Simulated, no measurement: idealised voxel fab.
process module | voxel transistor to metal
cross-section cut | 150 nm wide | cells 5 nm
A cross-section is a grid of square cells, given in bands from the top down. A band is one or more rows of cells.
Each band's line starts with the height of the band's top and of its bottom, in nm. Then come its materials from left to right, each with its width in nm. One material with "throughout" fills the band from edge to edge. "air" is empty space.
Height 0 is the level under which the wafer as received is all one material. The lowest band goes on downwards, as in "0 down".
A width such as "30 to 40" changes by the same amount from each row of cells to the next, from the band's top row to its bottom row.
"no change" after a step means that no cell of the cross-section changed.
closed voids: empty space of 8 cells or more with no open way to the top, each as width x height at its distance from the left edge, in nm
after a step's settings: what the simulator itself notes on the step
overlay nm, on a step with a mask: how far to the right of its planned place the mask lay; to the left if negative
plan
1 op RECEIVE | material Si
2 op CONFORMAL_DEP | material SiO2 | thk nm 5
3 op CONFORMAL_DEP | material SiN | thk nm 10
4 op DIRECTIONAL_DEP | material aC | thk nm 15
5 op PATTERN | tone cover | mask id ACTIVE | material resist | width nm 115 | thk nm 35 | overlay nm 0
6 op DIRECTIONAL_ETCH | etch materials aC | depth nm 15
7 op STRIP | etch materials resist
8 op DIRECTIONAL_ETCH | etch materials SiN | depth nm 10
9 op DIRECTIONAL_ETCH | etch materials SiO2 | depth nm 5
10 op DIRECTIONAL_ETCH | etch materials Si | depth nm 35
11 op STRIP | etch materials aC
12 op FILL_DEP | material SiO2 | thk nm 10
13 op CMP | height nm 15
14 op SELECTIVE_ETCH | etch materials SiO2 | depth nm 5
15 op STRIP | etch materials SiN
16 op SELECTIVE_ETCH | etch materials SiO2 | depth nm 5
17 op OXIDIZE | depth nm 5
18 op DIRECTIONAL_DEP | material polySi | thk nm 30
19 op DIRECTIONAL_DEP | material SiCN | thk nm 15
20 op DIRECTIONAL_DEP | material aC | thk nm 15
21 op PATTERN | tone cover | mask id GATE | material resist | width nm 35 | thk nm 35 | overlay nm 0
22 op DIRECTIONAL_ETCH | etch materials aC | depth nm 15
23 op STRIP | etch materials resist
24 op DIRECTIONAL_ETCH | etch materials SiCN | depth nm 25
25 op DIRECTIONAL_ETCH | etch materials polySi | depth nm 40
26 op STRIP | etch materials aC
27 op CONFORMAL_DEP | material SiN | thk nm 10
28 op DIRECTIONAL_ETCH | etch materials SiN | depth nm 10
29 op DIRECTIONAL_ETCH | etch materials SiO2 | depth nm 5
30 op DIRECTIONAL_ETCH | etch materials Si | depth nm 15
31 op EPI | material pSi | thk nm 15
32 op FILL_DEP | material SiO2 | thk nm 5
33 op CMP | height nm 30
34 op STRIP | etch materials polySi
35 op SELECTIVE_ETCH | etch materials SiO2 | depth nm 5
36 op CONFORMAL_DEP | material HfO2 | thk nm 5
37 op CONFORMAL_DEP | material TiN | thk nm 5
38 op FILL_DEP | material W | thk nm 5
39 op CMP | height nm 25
40 op DIRECTIONAL_DEP | material SiO2 | thk nm 10
41 op DIRECTIONAL_DEP | material aC | thk nm 15
42 op PATTERN | tone open | mask id CONTACT | material resist | width nm 15 | pitch nm 90 | thk nm 35 | overlay nm 0
43 op DIRECTIONAL_ETCH | etch materials aC | depth nm 15
44 op STRIP | etch materials resist
45 op DIRECTIONAL_ETCH | etch materials SiO2 | depth nm 25
46 op STRIP | etch materials aC
47 op CONFORMAL_DEP | material TiN | thk nm 5
48 op FILL_DEP | material Ru | thk nm 10
49 op CMP | height nm 35
50 op DIRECTIONAL_DEP | material TiN | thk nm 5
51 op DIRECTIONAL_DEP | material W | thk nm 20
52 op PATTERN | tone cover | mask id METAL_1 | material resist | width nm 15 | pitch nm 90 | thk nm 20 | overlay nm 0
53 op DIRECTIONAL_ETCH | etch materials W | depth nm 20
54 op DIRECTIONAL_ETCH | etch materials TiN | depth nm 5
55 op STRIP | etch materials resist
56 op CONFORMAL_DEP | material SiN | thk nm 5
57 op FILL_DEP | material lowk | thk nm 10
58 op CMP | height nm 60
59 op CONFORMAL_DEP | material SiCN | thk nm 5
60 op DIRECTIONAL_DEP | material lowk | thk nm 25
61 op MASKED_ETCH | tone open | mask id METAL_2 | width nm 15 | pitch nm 90 | etch materials lowk | depth nm 15 | overlay nm 0
62 op MASKED_ETCH | tone open | mask id METAL_2_HOLES | width nm 15 | pitch nm 90 | etch materials lowk | depth nm 10 | overlay nm 0
63 op MASKED_ETCH | tone open | mask id METAL_2_HOLES | width nm 15 | pitch nm 90 | etch materials SiCN | depth nm 5 | overlay nm 0
64 op CONFORMAL_DEP | material TiN | thk nm 5
65 op FILL_DEP | material Ru | thk nm 5
66 op CMP | height nm 90
67 op CONFORMAL_DEP | material SiCN | thk nm 5
as received, after step 1
  0 down: Si throughout
  closed voids: none
first wafer at the end, as planned
  95 to 90: SiCN throughout
  90 to 65: lowk 20 | TiN 5 | Ru 5 | TiN 5 | lowk 75 | TiN 5 | Ru 5 | TiN 5 | lowk 25
  65 to 60: SiCN 20 | TiN 15 | SiCN 75 | TiN 15 | SiCN 25
  60 to 40: lowk 15 | SiN 5 | W 15 | SiN 5 | lowk 65 | SiN 5 | W 15 | SiN 5 | lowk 20
  40 to 35: SiN 20 | TiN 15 | SiN 75 | TiN 15 | SiN 25
  35 to 25: SiO2 20 | TiN 5 | Ru 5 | TiN 5 | SiO2 75 | TiN 5 | Ru 5 | TiN 5 | SiO2 25
  25 to 15: SiO2 20 | TiN 5 | Ru 5 | TiN 5 | SiO2 10 | SiN 10 | HfO2 5 | TiN 5 | W 15 | TiN 5 | HfO2 5 | SiN 10 | SiO2 10 | TiN 5 | Ru 5 | TiN 5 | SiO2 25
  15 to 10: SiO2 20 | TiN 15 | SiO2 10 | SiN 10 | HfO2 5 | TiN 5 | W 15 | TiN 5 | HfO2 5 | SiN 10 | SiO2 10 | TiN 15 | SiO2 25
  10 to 5: SiO2 15 | pSi 30 | SiN 10 | HfO2 5 | TiN 5 | W 15 | TiN 5 | HfO2 5 | SiN 10 | pSi 30 | SiO2 20
  5 to 0: SiO2 10 | SiN 10 | pSi 25 | SiN 10 | HfO2 5 | TiN 25 | HfO2 5 | SiN 10 | pSi 25 | SiN 10 | SiO2 15
  0 to -5: SiO2 20 | pSi 25 | SiO2 5 | HfO2 45 | SiO2 5 | pSi 25 | SiO2 25
  -5 to -20: SiO2 15 | Si 5 | pSi 25 | Si 55 | pSi 25 | Si 5 | SiO2 20
  -20 to -35: SiO2 15 | Si 115 | SiO2 20
  -35 down: Si throughout
  closed voids: none
second wafer at the end: like start, like plan, one mistake
  95 to 90: SiCN throughout
  90 to 65: lowk 20 | TiN 5 | Ru 5 | TiN 5 | lowk 75 | TiN 5 | Ru 5 | TiN 5 | lowk 25
  65 to 60: SiCN 20 | TiN 15 | SiCN 75 | TiN 15 | SiCN 25
  60 to 40: lowk 15 | SiN 5 | W 15 | SiN 5 | lowk 65 | SiN 5 | W 15 | SiN 5 | lowk 20
  40 to 35: SiN 20 | TiN 15 | SiN 75 | TiN 15 | SiN 25
  35 to 25: SiO2 20 | TiN 5 | Ru 5 | TiN 5 | SiO2 75 | TiN 5 | Ru 5 | TiN 5 | SiO2 25
  25 to 15: SiO2 20 | TiN 5 | Ru 5 | TiN 5 | SiO2 20 | SiN 10 | HfO2 5 | TiN 5 | W 15 | TiN 5 | HfO2 5 | SiN 10 | TiN 5 | Ru 5 | TiN 5 | SiO2 25
  15 to 10: SiO2 20 | TiN 15 | SiO2 20 | SiN 10 | HfO2 5 | TiN 5 | W 15 | TiN 5 | HfO2 5 | SiN 10 | TiN 15 | SiO2 25
  10 to 5: SiO2 15 | pSi 20 | SiO2 5 | pSi 15 | SiN 10 | HfO2 5 | TiN 5 | W 15 | TiN 5 | HfO2 5 | SiN 10 | pSi 20 | SiO2 20
  5 to 0: SiO2 10 | SiN 10 | pSi 15 | SiO2 5 | pSi 15 | SiN 10 | HfO2 5 | TiN 25 | HfO2 5 | SiN 10 | pSi 15 | SiN 10 | SiO2 15
  0 to -5: SiO2 20 | pSi 15 | SiO2 5 | pSi 15 | SiO2 5 | HfO2 45 | SiO2 5 | pSi 15 | SiO2 25
  -5 to -20: SiO2 15 | Si 5 | pSi 35 | Si 55 | pSi 15 | Si 5 | SiO2 20
  -20 to -35: SiO2 15 | Si 115 | SiO2 20
  -35 down: Si throughout
  closed voids: none
what went wrong: step 21 ran as: op PATTERN | tone cover | mask id GATE | material resist | width nm 35 | thk nm 35 | overlay nm 10
at the end the second wafer has, in cells: 3 more of SiO2 | 3 fewer of pSi
